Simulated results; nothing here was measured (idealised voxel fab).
A process module follows: voxel self aligned vias.
The width of the displayed cross-section, cut, is 270 nm; its cells are square, with a size of 5 nm.
Cross-section format: a grid of square cells, given as bands from top to bottom; each band is one or more rows of cells.
Per band: top height and bottom height in nm, followed by the left-to-right materials and their widths in nm; "all across" marks a single material spanning edge to edge, "blank" marks empty space.
Heights are reckoned from 0. Under this level, the received wafer is all of one material. The bottommost band is open-ended downward, for example "0 down".
A two-number width, for instance "30->40", indicates that the width is equal to the first number in the top row of the band and to the second number in the bottom row, and that it changes by a constant amount per row of cells.
Basically "left unchanged" means that step didn't change any cell in the cross-section.
This entry, "Closed empty spaces", enumerates those empty regions of no fewer than 8 cells that possess no open connection to the top. Each region is reported in the form width x height at distance, the distance being taken from the left edge, with all three quantities expressed in nm.
Post-settings text on a step line: simulator's own remark regarding the step.
overlay nm: on a step with a mask, how far right of its planned place the mask lay; negative means left.

### These are the steps we planned for the process
- 1: RECEIVE [material Si]
- 2: CONFORMAL_DEP [material SiO2] [thk nm 10]
- 3: CONFORMAL_DEP [material SiCN] [thk nm 5]
- 4: DIRECTIONAL_DEP [material SiO2] [thk nm 20]
- 5: MASKED_ETCH [tone open] [mask id LINES] [width nm 30] [pitch nm 60] [etch materials SiO2] [depth nm 20] [overlay nm 0]
- 6: CONFORMAL_DEP [material TiN] [thk nm 5]
- 7: FILL_DEP [material Ru] [thk nm 10]
- 8: CMP [height nm 35]
- 9: SELECTIVE_ETCH [etch materials W Ru TiN] [depth nm 10]
- 10: FILL_DEP [material SiN] [thk nm 10]
- 11: CMP [height nm 35]
- 12: DIRECTIONAL_DEP [material SiO2] [thk nm 15]
- 13: MASKED_ETCH [tone open] [mask id VIAS] [width nm 40] [etch materials SiO2] [depth nm 15] [overlay nm 0]
- 14: MASKED_ETCH [tone open] [mask id VIAS] [width nm 40] [etch materials SiN] [depth nm 10] [overlay nm 0]
- 15: CONFORMAL_DEP [material TiN] [thk nm 5]
- 16: FILL_DEP [material Ru] [thk nm 10]
- 17: CMP [height nm 50]
- 18: CONFORMAL_DEP [material SiN] [thk nm 5]

### Cross-section, incoming material, after step 1
0 down = Si all across
Closed empty spaces: none

### Look at the cross-section after the module: the wafer started out the way shown above and the plan was the one shown above, yet one mistake was made along the way
55 to 50 = SiN all across
50 to 35 = SiO2=85 / TiN=5 / Ru=30 / TiN=5 / SiO2=145
35 to 30 = SiO2=85 / TiN=5 / Ru=30 / TiN=5 / SiO2=25 / SiN=30 / SiO2=90
30 to 25 = SiO2=85 / TiN=40 / SiO2=25 / SiN=30 / SiO2=90
25 to 20 = SiO2=85 / TiN=10 / Ru=20 / TiN=10 / SiO2=25 / TiN=5 / Ru=20 / TiN=5 / SiO2=90
20 to 15 = SiO2=90 / TiN=30 / SiO2=30 / TiN=30 / SiO2=90
15 to 10 = SiCN all across
10 to 0 = SiO2 all across
0 down = Si all across
Closed empty spaces: none
Plan not followed: step 13 of the plan saw execution twice
